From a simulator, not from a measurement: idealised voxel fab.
Process module under the name voxel gate over fins
Square cells of 5 nm make up the cross-section cut, whose width is 175 nm.
A cross-section is written here as square cells arranged in a grid, and it is given in bands from the top down, each band taking up one or more rows of cells.
Top, bottom (nm), then materials left to right with widths (nm); lone material tagged "everywhere" fills the whole band edge to edge; "empty" = empty space.
Beneath 0, the wafer as received is one material, and that level is where height counting begins. The lowest band goes on downward without a bottom; it is written like "top 0, no bottom".
A two-number width, for instance "30->40", indicates that the width is equal to the first number in the top row of the band and to the second number in the bottom row, and that it changes by a constant amount per row of cells.
No cell of the cross-section changed in a step that is given as "no modification".
Empty spaces counting at least 8 cells and having no open way to the top are listed in "Enclosed internal voids". The notation width x height at distance is used for each, the distance being from the left edge and all three values in nm.
The remark found on a step's line after its settings is issued by the simulator itself and pertains to that step.
Steps that use a mask can have "overlay nm" on their line. It says how far the mask sat to the right of where it was meant to be. Negative means to the left.
[Below is the list of planned process steps]
1 RECEIVE | material Si
2 CONFORMAL_DEP | material SiN | thk nm 5
3 DIRECTIONAL_DEP | material aC | thk nm 10
4 PATTERN | tone cover | mask id FINS | material resist | width nm 15 | pitch nm 40 | thk nm 25 | overlay nm 0
5 DIRECTIONAL_ETCH | etch materials aC | depth nm 10
6 STRIP | etch materials resist
7 DIRECTIONAL_ETCH | etch materials SiN | depth nm 5
8 DIRECTIONAL_ETCH | etch materials Si | depth nm 40
9 STRIP | etch materials aC
10 FILL_DEP | material SiO2 | thk nm 5
11 CMP | height nm 5
12 SELECTIVE_ETCH | etch materials SiO2 | depth nm 20
13 STRIP | etch materials SiN
14 CONFORMAL_DEP | material HfO2 | thk nm 5
15 CONFORMAL_DEP | material TiN | thk nm 5
16 FILL_DEP | material W | thk nm 15
17 CMP | height nm 20
18 CONFORMAL_DEP | material SiN | thk nm 5
[First of two wafers: run as planned]
[Wafer at receipt (post step 1), cross-section]
> top 0, no bottom | Si everywhere
> Enclosed internal voids: none
[Wafer after step 2 (cross-section)]
> top 5, bottom 0 | SiN everywhere
> Below a height of 0, the structure has not been altered.
[Wafer after step 3 (cross-section)]
> top 15, bottom 5 | aC everywhere
> Below a height of 5, the structure has not been altered.
[Wafer after step 4 (cross-section)]
> top 40, bottom 15 | empty: 20, then resist: 15, then empty: 25, then resist: 15, then empty: 25, then resist: 15, then empty: 25, then resist: 15, then empty: 20
> Below a height of 15, the structure has not been altered.
[Wafer after step 5 (cross-section)]
> top 30, bottom 15 | empty: 20, then resist: 15, then empty: 25, then resist: 15, then empty: 25, then resist: 15, then empty: 25, then resist: 15, then empty: 20
> top 15, bottom 5 | empty: 20, then aC: 15, then empty: 25, then aC: 15, then empty: 25, then aC: 15, then empty: 25, then aC: 15, then empty: 20
> Below a height of 5, the structure has not been altered.
[Wafer after step 6 (cross-section)]
> top 15, bottom 5 | empty: 20, then aC: 15, then empty: 25, then aC: 15, then empty: 25, then aC: 15, then empty: 25, then aC: 15, then empty: 20
> Below a height of 5, the structure has not been altered.
[Wafer after step 7 (cross-section)]
> top 15, bottom 5 | empty: 20, then aC: 15, then empty: 25, then aC: 15, then empty: 25, then aC: 15, then empty: 25, then aC: 15, then empty: 20
> top 5, bottom 0 | empty: 20, then SiN: 15, then empty: 25, then SiN: 15, then empty: 25, then SiN: 15, then empty: 25, then SiN: 15, then empty: 20
> Below a height of 0, the structure has not been altered.
[Wafer after step 8 (cross-section)]
> top 15, bottom 5 | empty: 20, then aC: 15, then empty: 25, then aC: 15, then empty: 25, then aC: 15, then empty: 25, then aC: 15, then empty: 20
> top 5, bottom 0 | empty: 20, then SiN: 15, then empty: 25, then SiN: 15, then empty: 25, then SiN: 15, then empty: 25, then SiN: 15, then empty: 20
> top 0, bottom -40 | empty: 20, then Si: 15, then empty: 25, then Si: 15, then empty: 25, then Si: 15, then empty: 25, then Si: 15, then empty: 20
> Below a height of -40, the structure has not been altered.
[Wafer after step 9 (cross-section)]
> top 5, bottom 0 | empty: 20, then SiN: 15, then empty: 25, then SiN: 15, then empty: 25, then SiN: 15, then empty: 25, then SiN: 15, then empty: 20
> Below a height of 0, the structure has not been altered.
[Wafer after step 10 (cross-section)]
> top 10, bottom 5 | SiO2 everywhere
> top 5, bottom 0 | SiO2: 20, then SiN: 15, then SiO2: 25, then SiN: 15, then SiO2: 25, then SiN: 15, then SiO2: 25, then SiN: 15, then SiO2: 20
> top 0, bottom -40 | SiO2: 20, then Si: 15, then SiO2: 25, then Si: 15, then SiO2: 25, then Si: 15, then SiO2: 25, then Si: 15, then SiO2: 20
> Below a height of -40, the structure has not been altered.
[Wafer after step 11 (cross-section)]
> top 5, bottom 0 | SiO2: 20, then SiN: 15, then SiO2: 25, then SiN: 15, then SiO2: 25, then SiN: 15, then SiO2: 25, then SiN: 15, then SiO2: 20
> Below a height of 0, the structure has not been altered.
[Wafer after step 12 (cross-section)]
> top 5, bottom 0 | empty: 20, then SiN: 15, then empty: 25, then SiN: 15, then empty: 25, then SiN: 15, then empty: 25, then SiN: 15, then empty: 20
> top 0, bottom -15 | empty: 20, then Si: 15, then empty: 25, then Si: 15, then empty: 25, then Si: 15, then empty: 25, then Si: 15, then empty: 20
> Below a height of -15, the structure has not been altered.
[Wafer after step 13 (cross-section)]
> top 0, bottom -15 | empty: 20, then Si: 15, then empty: 25, then Si: 15, then empty: 25, then Si: 15, then empty: 25, then Si: 15, then empty: 20
> Below a height of -15, the structure has not been altered.
[Wafer after step 14 (cross-section)]
> top 5, bottom 0 | empty: 15, then HfO2: 25, then empty: 15, then HfO2: 25, then empty: 15, then HfO2: 25, then empty: 15, then HfO2: 25, then empty: 15
> top 0, bottom -10 | empty: 15, then HfO2: 5, then Si: 15, then HfO2: 5, then empty: 15, then HfO2: 5, then Si: 15, then HfO2: 5, then empty: 15, then HfO2: 5, then Si: 15, then HfO2: 5, then empty: 15, then HfO2: 5, then Si: 15, then HfO2: 5, then empty: 15
> top -10, bottom -15 | HfO2: 20, then Si: 15, then HfO2: 25, then Si: 15, then HfO2: 25, then Si: 15, then HfO2: 25, then Si: 15, then HfO2: 20
> Below a height of -15, the structure has not been altered.
[Wafer after step 15 (cross-section)]
> top 10, bottom 5 | empty: 10, then TiN: 35, then empty: 5, then TiN: 35, then empty: 5, then TiN: 35, then empty: 5, then TiN: 35, then empty: 10
> top 5, bottom 0 | empty: 10, then TiN: 5, then HfO2: 25, then TiN: 5, then empty: 5, then TiN: 5, then HfO2: 25, then TiN: 5, then empty: 5, then TiN: 5, then HfO2: 25, then TiN: 5, then empty: 5, then TiN: 5, then HfO2: 25, then TiN: 5, then empty: 10
> top 0, bottom -5 | empty: 10, then TiN: 5, then HfO2: 5, then Si: 15, then HfO2: 5, then TiN: 5, then empty: 5, then TiN: 5, then HfO2: 5, then Si: 15, then HfO2: 5, then TiN: 5, then empty: 5, then TiN: 5, then HfO2: 5, then Si: 15, then HfO2: 5, then TiN: 5, then empty: 5, then TiN: 5, then HfO2: 5, then Si: 15, then HfO2: 5, then TiN: 5, then empty: 10
> top -5, bottom -10 | TiN: 15, then HfO2: 5, then Si: 15, then HfO2: 5, then TiN: 15, then HfO2: 5, then Si: 15, then HfO2: 5, then TiN: 15, then HfO2: 5, then Si: 15, then HfO2: 5, then TiN: 15, then HfO2: 5, then Si: 15, then HfO2: 5, then TiN: 15
> Below a height of -10, the structure has not been altered.
[Wafer after step 16 (cross-section)]
> top 25, bottom 10 | W everywhere
> top 10, bottom 5 | W: 10, then TiN: 35, then W: 5, then TiN: 35, then W: 5, then TiN: 35, then W: 5, then TiN: 35, then W: 10
> top 5, bottom 0 | W: 10, then TiN: 5, then HfO2: 25, then TiN: 5, then W: 5, then TiN: 5, then HfO2: 25, then TiN: 5, then W: 5, then TiN: 5, then HfO2: 25, then TiN: 5, then W: 5, then TiN: 5, then HfO2: 25, then TiN: 5, then W: 10
> top 0, bottom -5 | W: 10, then TiN: 5, then HfO2: 5, then Si: 15, then HfO2: 5, then TiN: 5, then W: 5, then TiN: 5, then HfO2: 5, then Si: 15, then HfO2: 5, then TiN: 5, then W: 5, then TiN: 5, then HfO2: 5, then Si: 15, then HfO2: 5, then TiN: 5, then W: 5, then TiN: 5, then HfO2: 5, then Si: 15, then HfO2: 5, then TiN: 5, then W: 10
> Below a height of -5, the structure has not been altered.
[Wafer after step 17 (cross-section)]
> top 20, bottom 10 | W everywhere
> Below a height of 10, the structure has not been altered.
[Wafer after step 18 (cross-section)]
> top 25, bottom 20 | SiN everywhere
> Below a height of 20, the structure has not been altered.
[Notes, second wafer: start = first wafer's, plan = first wafer's, execution had one mistake; history identical to first through step 13]
Cross-section of the second wafer at the time by which step 14 should have been completed according to the plan: no modification
[Cross-section of the second wafer at the time by which step 15 should have been completed according to the plan]
> top 5, bottom 0 | empty: 15, then TiN: 25, then empty: 15, then TiN: 25, then empty: 15, then TiN: 25, then empty: 15, then TiN: 25, then empty: 15
> top 0, bottom -10 | empty: 15, then TiN: 5, then Si: 15, then TiN: 5, then empty: 15, then TiN: 5, then Si: 15, then TiN: 5, then empty: 15, then TiN: 5, then Si: 15, then TiN: 5, then empty: 15, then TiN: 5, then Si: 15, then TiN: 5, then empty: 15
> top -10, bottom -15 | TiN: 20, then Si: 15, then TiN: 25, then Si: 15, then TiN: 25, then Si: 15, then TiN: 25, then Si: 15, then TiN: 20
> Below a height of -15, the structure has not been altered.
[Cross-section of the second wafer at the time by which step 16 should have been completed according to the plan]
> top 20, bottom 5 | W everywhere
> top 5, bottom 0 | W: 15, then TiN: 25, then W: 15, then TiN: 25, then W: 15, then TiN: 25, then W: 15, then TiN: 25, then W: 15
> top 0, bottom -10 | W: 15, then TiN: 5, then Si: 15, then TiN: 5, then W: 15, then TiN: 5, then Si: 15, then TiN: 5, then W: 15, then TiN: 5, then Si: 15, then TiN: 5, then W: 15, then TiN: 5, then Si: 15, then TiN: 5, then W: 15
> Below a height of -10, the structure has not been altered.
Cross-section of the second wafer at the time by which step 17 should have been completed according to the plan: no modification
[Cross-section of the second wafer at the time by which step 18 should have been completed according to the plan]
> top 25, bottom 20 | SiN everywhere
> Below a height of 20, the structure has not been altered.
Which mistake was made when the wafer was run? step 14 from the plan never happened, it was just skipped
Bottom line after processing is that, in cells, the second wafer is up or down on some materials versus the first: 59 fewer of HfO2; 59 more of W
